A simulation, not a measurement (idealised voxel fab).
process module | voxel transistor to metal
cross-section cut | 150 nm wide | cells 5 nm
A cross-section is a grid of square cells, given in bands from the top down. A band is one or more rows of cells.
Each band's line starts with the height of the band's top and of its bottom, in nm. Then come its materials from left to right, each with its width in nm. One material with "throughout" fills the band from edge to edge. "air" is empty space.
Height 0 is the level under which the wafer as received is all one material. The lowest band goes on downwards, as in "0 down".
A width such as "30 to 40" changes by the same amount from each row of cells to the next, from the band's top row to its bottom row.
"no change" after a step means that no cell of the cross-section changed.
closed voids: empty space of 8 cells or more with no open way to the top, each as width x height at its distance from the left edge, in nm
after a step's settings: what the simulator itself notes on the step
overlay nm, on a step with a mask: how far to the right of its planned place the mask lay; to the left if negative
plan
1 op RECEIVE | material Si
2 op CONFORMAL_DEP | material SiO2 | thk nm 5
3 op CONFORMAL_DEP | material SiN | thk nm 15
4 op DIRECTIONAL_DEP | material aC | thk nm 15
5 op PATTERN | tone cover | mask id ACTIVE | material resist | width nm 95 | thk nm 30 | overlay nm 0
6 op DIRECTIONAL_ETCH | etch materials aC | depth nm 15
7 op STRIP | etch materials resist
8 op DIRECTIONAL_ETCH | etch materials SiN | depth nm 15
9 op DIRECTIONAL_ETCH | etch materials SiO2 | depth nm 5
10 op DIRECTIONAL_ETCH | etch materials Si | depth nm 30
11 op STRIP | etch materials aC
12 op FILL_DEP | material SiO2 | thk nm 10
13 op CMP | height nm 20
14 op SELECTIVE_ETCH | etch materials SiO2 | depth nm 10
15 op STRIP | etch materials SiN
16 op SELECTIVE_ETCH | etch materials SiO2 | depth nm 5
17 op OXIDIZE | depth nm 5
18 op DIRECTIONAL_DEP | material polySi | thk nm 25
19 op DIRECTIONAL_DEP | material SiCN | thk nm 15
20 op PATTERN | tone cover | mask id GATE | material resist | width nm 15 | thk nm 15 | overlay nm 0
21 op DIRECTIONAL_ETCH | etch materials SiCN | depth nm 25
22 op DIRECTIONAL_ETCH | etch materials polySi | depth nm 35
23 op STRIP | etch materials resist
24 op CONFORMAL_DEP | material SiN | thk nm 10
25 op DIRECTIONAL_ETCH | etch materials SiN | depth nm 10
26 op DIRECTIONAL_ETCH | etch materials SiO2 | depth nm 5
27 op EPI | material SiGe | thk nm 5
28 op FILL_DEP | material SiO2 | thk nm 10
29 op CMP | height nm 40
30 op DIRECTIONAL_DEP | material SiO2 | thk nm 15
31 op MASKED_ETCH | tone open | mask id CONTACT | width nm 20 | pitch nm 65 | etch materials SiO2 | depth nm 55 | overlay nm 0
32 op CONFORMAL_DEP | material TiN | thk nm 5
33 op FILL_DEP | material W | thk nm 10
34 op CMP | height nm 55
35 op CONFORMAL_DEP | material SiCN | thk nm 5
36 op DIRECTIONAL_DEP | material SiO2 | thk nm 25
37 op DIRECTIONAL_DEP | material aC | thk nm 10
38 op PATTERN | tone open | mask id METAL_1 | material resist | width nm 20 | pitch nm 65 | thk nm 25 | overlay nm 0
39 op DIRECTIONAL_ETCH | etch materials aC | depth nm 10
40 op STRIP | etch materials resist
41 op DIRECTIONAL_ETCH | etch materials SiO2 | depth nm 25
42 op DIRECTIONAL_ETCH | etch materials SiCN | depth nm 5
43 op STRIP | etch materials aC
44 op CONFORMAL_DEP | material TiN | thk nm 5
45 op FILL_DEP | material Cu | thk nm 10
46 op CMP | height nm 85
47 op EPI | material Ru | thk nm 5
48 op FILL_DEP | material SiCN | thk nm 5
49 op DIRECTIONAL_DEP | material SiO2 | thk nm 25
50 op PATTERN | tone open | mask id METAL_2 | material resist | width nm 20 | pitch nm 65 | thk nm 20 | overlay nm 0
51 op DIRECTIONAL_ETCH | etch materials SiO2 | depth nm 15
52 op STRIP | etch materials resist
53 op DIRECTIONAL_DEP | material aC | thk nm 10
54 op PATTERN | tone open | mask id METAL_2_HOLES | material resist | width nm 15 | pitch nm 65 | thk nm 30 | overlay nm 0
55 op DIRECTIONAL_ETCH | etch materials aC | depth nm 10
56 op STRIP | etch materials resist
57 op DIRECTIONAL_ETCH | etch materials SiO2 | depth nm 10
58 op DIRECTIONAL_ETCH | etch materials SiCN | depth nm 5
59 op STRIP | etch materials aC
60 op CONFORMAL_DEP | material TiN | thk nm 5
61 op FILL_DEP | material Cu | thk nm 5
62 op CMP | height nm 120
63 op CONFORMAL_DEP | material SiN | thk nm 5
as received, after step 1
  0 down: Si throughout
  closed voids: none
a wafer at the end: this start, this plan, one mistake
  125 to 120: SiN throughout
  120 to 110: SiO2 30 | TiN 5 | Cu 10 | TiN 5 | SiO2 45 | TiN 5 | Cu 10 | TiN 5 | SiO2 35
  110 to 105: SiO2 30 | TiN 5 | Cu 5 | TiN 10 | SiO2 45 | TiN 5 | Cu 5 | TiN 10 | SiO2 35
  105 to 95: SiO2 30 | TiN 5 | Cu 5 | TiN 5 | SiO2 50 | TiN 5 | Cu 5 | TiN 5 | SiO2 40
  95 to 90: SiCN 30 | TiN 15 | SiCN 50 | TiN 15 | SiCN 40
  90 to 85: SiCN 25 | Ru 30 | SiCN 35 | Ru 30 | SiCN 30
  85 to 60: SiO2 30 | TiN 5 | Cu 10 | TiN 5 | SiO2 45 | TiN 5 | Cu 10 | TiN 5 | SiO2 35
  60 to 55: SiCN 30 | TiN 20 | SiCN 45 | TiN 20 | SiCN 35
  55 to 40: SiO2 30 | TiN 5 | W 10 | TiN 5 | SiO2 45 | TiN 5 | W 10 | TiN 5 | SiO2 35
  40 to 35: SiO2 30 | TiN 5 | W 10 | TiN 5 | SiO2 5 | SiN 10 | SiCN 15 | SiN 10 | SiO2 5 | TiN 5 | W 10 | TiN 5 | SiO2 35
  35 to 30: SiCN 20 | SiN 10 | TiN 20 | SiO2 5 | SiN 10 | SiCN 15 | SiN 10 | SiO2 5 | TiN 20 | SiN 10 | SiCN 25
  30 to 25: polySi 20 | SiCN 105 | polySi 25
  25 to 5: polySi throughout
  5 to 0: SiO2 20 | polySi 105 | SiO2 25
  0 to -5: SiO2 throughout
  -5 to -30: SiO2 25 | Si 95 | SiO2 30
  -30 down: Si throughout
  closed voids: none
what went wrong: step 19 was run twice
